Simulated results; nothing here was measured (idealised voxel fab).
process module | voxel spacer lines
cross-section cut | 230 nm wide | cells 5 nm
A cross-section is a grid of square cells, given in bands from the top down. A band is one or more rows of cells.
Each band's line starts with the height of the band's top and of its bottom, in nm. Then come its materials from left to right, each with its width in nm. One material with "throughout" fills the band from edge to edge. "air" is empty space.
Height 0 is the level under which the wafer as received is all one material. The lowest band goes on downwards, as in "0 down".
A width such as "30 to 40" changes by the same amount from each row of cells to the next, from the band's top row to its bottom row.
"no change" after a step means that no cell of the cross-section changed.
closed voids: empty space of 8 cells or more with no open way to the top, each as width x height at its distance from the left edge, in nm
after a step's settings: what the simulator itself notes on the step
overlay nm, on a step with a mask: how far to the right of its planned place the mask lay; to the left if negative
plan
1 op RECEIVE | material Si
2 op CONFORMAL_DEP | material SiO2 | thk nm 5
3 op DIRECTIONAL_DEP | material polySi | thk nm 10
4 op DIRECTIONAL_DEP | material aC | thk nm 20
5 op PATTERN | tone cover | mask id MANDREL | material resist | width nm 20 | pitch nm 70 | thk nm 25 | overlay nm 0
6 op DIRECTIONAL_ETCH | etch materials aC | depth nm 20
7 op STRIP | etch materials resist
8 op CONFORMAL_DEP | material SiN | thk nm 15
9 op DIRECTIONAL_ETCH | etch materials SiN | depth nm 15
10 op STRIP | etch materials aC
11 op DIRECTIONAL_ETCH | etch materials polySi | depth nm 10
12 op STRIP | etch materials SiN
13 op FILL_DEP | material lowk | thk nm 10
14 op CMP | height nm 15
as received, after step 1
  0 down: Si throughout
  closed voids: none
a wafer at the end: this start, this plan, one mistake
  15 to 5: lowk 50 | polySi 15 | lowk 30 | polySi 15 | lowk 10 | polySi 15 | lowk 30 | polySi 15 | lowk 50
  5 to 0: SiO2 throughout
  0 down: Si throughout
  closed voids: none
what went wrong: step 5 ran as: op PATTERN | tone cover | mask id MANDREL | material resist | width nm 30 | pitch nm 70 | thk nm 25 | overlay nm 0
